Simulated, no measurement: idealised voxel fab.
The process module presented herein is designated voxel spacer lines.
cross-section cut | 230 nm wide | cells 5 nm
The cross-sections in this document take the form of a grid made of square cells. They are written out as bands, in order from top to bottom. Each band consists of one or more rows of cells.
Band entry format. Leading values: height of top, height of bottom, nm. Remainder: materials in left-to-right order, each with its width in nm. Special words: "everywhere" on a single material, which then fills the band edge to edge; "air", empty space.
Zero point of the height axis is 0; under it, received wafer = one material. Lowest band: continues down indefinitely, "from 0 down".
When a width is written as two numbers, as in "30..40", the first number is the width in the top row of cells of the band and the second is the width in its bottom row, and the width changes by the same amount from each row to the next.
Where a step carries "no modifications", the cross-section came out of it unchanged, cell for cell.
Trapped voids: empty space of 8 cells or more with no open way to the top, each as width x height at its distance from the left edge, in nm
after a step's settings: what the simulator itself notes on the step
On any step carrying a mask, the "overlay nm" setting, if present on the step's line, tells how far right of its planned place the mask lay; negative values point to the left.
## The following list gives the planned process steps
- 1: RECEIVE with material Si
- 2: CONFORMAL_DEP with material Al2O3, thk nm 10
- 3: DIRECTIONAL_DEP with material polySi, thk nm 20
- 4: DIRECTIONAL_DEP with material aC, thk nm 30
- 5: PATTERN with tone cover, mask id MANDREL, material resist, width nm 20, pitch nm 70, thk nm 35, overlay nm 0
- 6: DIRECTIONAL_ETCH with etch materials aC, depth nm 30
- 7: STRIP with etch materials resist
- 8: CONFORMAL_DEP with material SiO2, thk nm 15
- 9: DIRECTIONAL_ETCH with etch materials SiO2, depth nm 15
- 10: STRIP with etch materials aC
- 11: DIRECTIONAL_ETCH with etch materials polySi, depth nm 20
- 12: STRIP with etch materials SiO2
- 13: FILL_DEP with material SiO2, thk nm 5
- 14: CMP with height nm 30
## first wafer, as planned
## Incoming wafer in cross-section (state: after step 1)
> from 0 down | Si everywhere
> Trapped voids: none
## Step 2 complete: cross-section through the wafer
> from 10 to 0 | Al2O3 everywhere
> Unchanged below 0.
## Step 3 complete: cross-section through the wafer
> from 30 to 10 | polySi everywhere
> Unchanged below 10.
## Step 4 complete: cross-section through the wafer
> from 60 to 30 | aC everywhere
> Unchanged below 30.
## Step 5 complete: cross-section through the wafer
> from 95 to 60 | 70 of air, then 20 of resist, then 50 of air, then 20 of resist, then 70 of air
> Unchanged below 60.
## Step 6 complete: cross-section through the wafer
> from 65 to 60 | 70 of air, then 20 of resist, then 50 of air, then 20 of resist, then 70 of air
> from 60 to 30 | 70 of air, then 20 of aC, then 50 of air, then 20 of aC, then 70 of air
> Unchanged below 30.
## Step 7 complete: cross-section through the wafer
> from 60 to 30 | 70 of air, then 20 of aC, then 50 of air, then 20 of aC, then 70 of air
> Unchanged below 30.
## Step 8 complete: cross-section through the wafer
> from 75 to 60 | 55 of air, then 50 of SiO2, then 20 of air, then 50 of SiO2, then 55 of air
> from 60 to 45 | 55 of air, then 15 of SiO2, then 20 of aC, then 15 of SiO2, then 20 of air, then 15 of SiO2, then 20 of aC, then 15 of SiO2, then 55 of air
> from 45 to 30 | 70 of SiO2, then 20 of aC, then 50 of SiO2, then 20 of aC, then 70 of SiO2
> Unchanged below 30.
## Step 9 complete: cross-section through the wafer
> from 60 to 30 | 55 of air, then 15 of SiO2, then 20 of aC, then 15 of SiO2, then 20 of air, then 15 of SiO2, then 20 of aC, then 15 of SiO2, then 55 of air
> Unchanged below 30.
## Step 10 complete: cross-section through the wafer
> from 60 to 30 | 55 of air, then 15 of SiO2, then 20 of air, then 15 of SiO2, then 20 of air, then 15 of SiO2, then 20 of air, then 15 of SiO2, then 55 of air
> Unchanged below 30.
## Step 11 complete: cross-section through the wafer
> from 60 to 30 | 55 of air, then 15 of SiO2, then 20 of air, then 15 of SiO2, then 20 of air, then 15 of SiO2, then 20 of air, then 15 of SiO2, then 55 of air
> from 30 to 10 | 55 of air, then 15 of polySi, then 20 of air, then 15 of polySi, then 20 of air, then 15 of polySi, then 20 of air, then 15 of polySi, then 55 of air
> Unchanged below 10.
## Step 12 complete: cross-section through the wafer
> from 30 to 10 | 55 of air, then 15 of polySi, then 20 of air, then 15 of polySi, then 20 of air, then 15 of polySi, then 20 of air, then 15 of polySi, then 55 of air
> Unchanged below 10.
## Step 13 complete: cross-section through the wafer
> from 35 to 30 | SiO2 everywhere
> from 30 to 10 | 55 of SiO2, then 15 of polySi, then 20 of SiO2, then 15 of polySi, then 20 of SiO2, then 15 of polySi, then 20 of SiO2, then 15 of polySi, then 55 of SiO2
> Unchanged below 10.
## Step 14 complete: cross-section through the wafer
> from 30 to 10 | 55 of SiO2, then 15 of polySi, then 20 of SiO2, then 15 of polySi, then 20 of SiO2, then 15 of polySi, then 20 of SiO2, then 15 of polySi, then 55 of SiO2
> Unchanged below 10.
## The second wafer: identical to the first at the outset and in its planned sequence, differing only in that one mistake was made during processing; up to and including step 4, its path is the first wafer's path
## Planned end of step 5: second wafer, cross-section
> from 95 to 60 | 60 of air, then 20 of resist, then 50 of air, then 20 of resist, then 80 of air
> Unchanged below 60.
## Planned end of step 6: second wafer, cross-section
> from 65 to 60 | 60 of air, then 20 of resist, then 50 of air, then 20 of resist, then 80 of air
> from 60 to 30 | 60 of air, then 20 of aC, then 50 of air, then 20 of aC, then 80 of air
> Unchanged below 30.
## Planned end of step 7: second wafer, cross-section
> from 60 to 30 | 60 of air, then 20 of aC, then 50 of air, then 20 of aC, then 80 of air
> Unchanged below 30.
## Planned end of step 8: second wafer, cross-section
> from 75 to 60 | 45 of air, then 50 of SiO2, then 20 of air, then 50 of SiO2, then 65 of air
> from 60 to 45 | 45 of air, then 15 of SiO2, then 20 of aC, then 15 of SiO2, then 20 of air, then 15 of SiO2, then 20 of aC, then 15 of SiO2, then 65 of air
> from 45 to 30 | 60 of SiO2, then 20 of aC, then 50 of SiO2, then 20 of aC, then 80 of SiO2
> Unchanged below 30.
## Planned end of step 9: second wafer, cross-section
> from 60 to 30 | 45 of air, then 15 of SiO2, then 20 of aC, then 15 of SiO2, then 20 of air, then 15 of SiO2, then 20 of aC, then 15 of SiO2, then 65 of air
> Unchanged below 30.
## Planned end of step 10: second wafer, cross-section
> from 60 to 30 | 45 of air, then 15 of SiO2, then 20 of air, then 15 of SiO2, then 20 of air, then 15 of SiO2, then 20 of air, then 15 of SiO2, then 65 of air
> Unchanged below 30.
## Planned end of step 11: second wafer, cross-section
> from 60 to 30 | 45 of air, then 15 of SiO2, then 20 of air, then 15 of SiO2, then 20 of air, then 15 of SiO2, then 20 of air, then 15 of SiO2, then 65 of air
> from 30 to 10 | 45 of air, then 15 of polySi, then 20 of air, then 15 of polySi, then 20 of air, then 15 of polySi, then 20 of air, then 15 of polySi, then 65 of air
> Unchanged below 10.
## Planned end of step 12: second wafer, cross-section
> from 30 to 10 | 45 of air, then 15 of polySi, then 20 of air, then 15 of polySi, then 20 of air, then 15 of polySi, then 20 of air, then 15 of polySi, then 65 of air
> Unchanged below 10.
## Planned end of step 13: second wafer, cross-section
> from 35 to 30 | SiO2 everywhere
> from 30 to 10 | 45 of SiO2, then 15 of polySi, then 20 of SiO2, then 15 of polySi, then 20 of SiO2, then 15 of polySi, then 20 of SiO2, then 15 of polySi, then 65 of SiO2
> Unchanged below 10.
## Planned end of step 14: second wafer, cross-section
> from 30 to 10 | 45 of SiO2, then 15 of polySi, then 20 of SiO2, then 15 of polySi, then 20 of SiO2, then 15 of polySi, then 20 of SiO2, then 15 of polySi, then 65 of SiO2
> Unchanged below 10.
Deviation noted in wafer processing: rather than as planned, step 5 actually ran as PATTERN with tone cover, mask id MANDREL, material resist, width nm 20, pitch nm 70, thk nm 35, overlay nm -10
Heads up: at the end the two wafers have identical cell counts per material, they're just laid out differently.
